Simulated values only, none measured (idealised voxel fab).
process module | voxel wiring stack
cross-section cut | 240 nm wide | cells 5 nm
A cross-section is a grid of square cells, given in bands from the top down. A band is one or more rows of cells.
Each band's line starts with the height of the band's top and of its bottom, in nm. Then come its materials from left to right, each with its width in nm. One material with "throughout" fills the band from edge to edge. "air" is empty space.
Height 0 is the level under which the wafer as received is all one material. The lowest band goes on downwards, as in "0 down".
A width such as "30 to 40" changes by the same amount from each row of cells to the next, from the band's top row to its bottom row.
"no change" after a step means that no cell of the cross-section changed.
closed voids: empty space of 8 cells or more with no open way to the top, each as width x height at its distance from the left edge, in nm
after a step's settings: what the simulator itself notes on the step
overlay nm, on a step with a mask: how far to the right of its planned place the mask lay; to the left if negative
plan
1 op RECEIVE | material Si
2 op CONFORMAL_DEP | material SiO2 | thk nm 10
3 op DIRECTIONAL_DEP | material TiN | thk nm 5
4 op DIRECTIONAL_DEP | material Ru | thk nm 15
5 op PATTERN | tone cover | mask id METAL_1 | material resist | width nm 20 | pitch nm 45 | thk nm 20 | overlay nm 0
6 op DIRECTIONAL_ETCH | etch materials Ru | depth nm 15
7 op DIRECTIONAL_ETCH | etch materials TiN | depth nm 5
8 op STRIP | etch materials resist
9 op FILL_DEP | material SiO2 | thk nm 10
10 op CMP | height nm 30
11 op CONFORMAL_DEP | material SiCN | thk nm 5
12 op DIRECTIONAL_DEP | material SiO2 | thk nm 25
13 op PATTERN | tone open | mask id METAL_2_HOLES | material resist | width nm 15 | pitch nm 45 | thk nm 20 | overlay nm 0
14 op DIRECTIONAL_ETCH | etch materials SiO2 | depth nm 25
15 op STRIP | etch materials resist
16 op DIRECTIONAL_DEP | material aC | thk nm 15
17 op PATTERN | tone open | mask id METAL_2 | material resist | width nm 20 | pitch nm 45 | thk nm 35 | overlay nm 0
18 op DIRECTIONAL_ETCH | etch materials aC | depth nm 15
19 op STRIP | etch materials resist
20 op DIRECTIONAL_ETCH | etch materials SiO2 | depth nm 15
21 op DIRECTIONAL_ETCH | etch materials SiCN | depth nm 5
22 op STRIP | etch materials aC
23 op CONFORMAL_DEP | material TiN | thk nm 5
24 op FILL_DEP | material Cu | thk nm 10
25 op CMP | height nm 60
26 op CONFORMAL_DEP | material SiCN | thk nm 5
27 op DIRECTIONAL_DEP | material SiO2 | thk nm 15
28 op DIRECTIONAL_DEP | material aC | thk nm 10
29 op PATTERN | tone open | mask id PLUG_2 | material resist | width nm 15 | pitch nm 90 | thk nm 25 | overlay nm 0
30 op DIRECTIONAL_ETCH | etch materials aC | depth nm 10
31 op STRIP | etch materials resist
32 op DIRECTIONAL_ETCH | etch materials SiO2 | depth nm 15
33 op DIRECTIONAL_ETCH | etch materials SiCN | depth nm 5
34 op STRIP | etch materials aC
35 op CONFORMAL_DEP | material TiN | thk nm 5
36 op FILL_DEP | material Ru | thk nm 10
37 op CMP | height nm 80
38 op CONFORMAL_DEP | material SiN | thk nm 5
39 op DIRECTIONAL_DEP | material SiO2 | thk nm 15
40 op PATTERN | tone open | mask id METAL_3 | material resist | width nm 20 | pitch nm 45 | thk nm 20 | overlay nm 0
41 op DIRECTIONAL_ETCH | etch materials SiO2 | depth nm 15
42 op DIRECTIONAL_ETCH | etch materials SiN | depth nm 5
43 op STRIP | etch materials resist
44 op CONFORMAL_DEP | material TiN | thk nm 5
45 op FILL_DEP | material Ru | thk nm 10
46 op CMP | height nm 100
47 op EPI | material Ru | thk nm 5
48 op FILL_DEP | material SiCN | thk nm 5
as received, after step 1
  0 down: Si throughout
  closed voids: none
a wafer at the end: this start, this plan, one mistake
  110 to 105: SiCN throughout
  105 to 100: SiCN 35 | Ru 30 | SiCN 15 | Ru 30 | SiCN 15 | Ru 30 | SiCN 15 | Ru 30 | SiCN 40
  100 to 85: SiO2 40 | TiN 5 | Ru 10 | TiN 5 | SiO2 25 | TiN 5 | Ru 10 | TiN 5 | SiO2 25 | TiN 5 | Ru 10 | TiN 5 | SiO2 25 | TiN 5 | Ru 10 | TiN 5 | SiO2 45
  85 to 80: SiN 40 | TiN 20 | SiN 25 | TiN 20 | SiN 25 | TiN 20 | SiN 25 | TiN 20 | SiN 45
  80 to 65: SiO2 40 | TiN 5 | Ru 10 | TiN 5 | SiO2 70 | TiN 5 | Ru 10 | TiN 5 | SiO2 90
  65 to 60: SiCN 40 | TiN 20 | SiCN 70 | TiN 20 | SiCN 90
  60 to 50: SiO2 40 | TiN 5 | Cu 10 | TiN 5 | SiO2 25 | TiN 5 | Cu 10 | TiN 5 | SiO2 25 | TiN 5 | Cu 10 | TiN 5 | SiO2 25 | TiN 5 | Cu 10 | TiN 5 | SiO2 45
  50 to 45: SiO2 40 | TiN 5 | Cu 5 | TiN 10 | SiO2 25 | TiN 5 | Cu 5 | TiN 10 | SiO2 25 | TiN 5 | Cu 5 | TiN 10 | SiO2 25 | TiN 5 | Cu 5 | TiN 10 | SiO2 45
  45 to 35: SiO2 40 | TiN 5 | Cu 5 | TiN 5 | SiO2 30 | TiN 5 | Cu 5 | TiN 5 | SiO2 30 | TiN 5 | Cu 5 | TiN 5 | SiO2 30 | TiN 5 | Cu 5 | TiN 5 | SiO2 50
  35 to 30: SiCN 40 | TiN 15 | SiCN 30 | TiN 15 | SiCN 30 | TiN 15 | SiCN 30 | TiN 15 | SiCN 50
  30 to 15: SiO2 40 | Ru 20 | SiO2 25 | Ru 20 | SiO2 25 | Ru 20 | SiO2 25 | Ru 20 | SiO2 45
  15 to 10: SiO2 40 | TiN 20 | SiO2 25 | TiN 20 | SiO2 25 | TiN 20 | SiO2 25 | TiN 20 | SiO2 45
  10 to 0: SiO2 throughout
  0 down: Si throughout
  closed voids: none
what went wrong: step 29 ran as: op PATTERN | tone open | mask id PLUG_2 | material resist | width nm 20 | pitch nm 90 | thk nm 25 | overlay nm 0
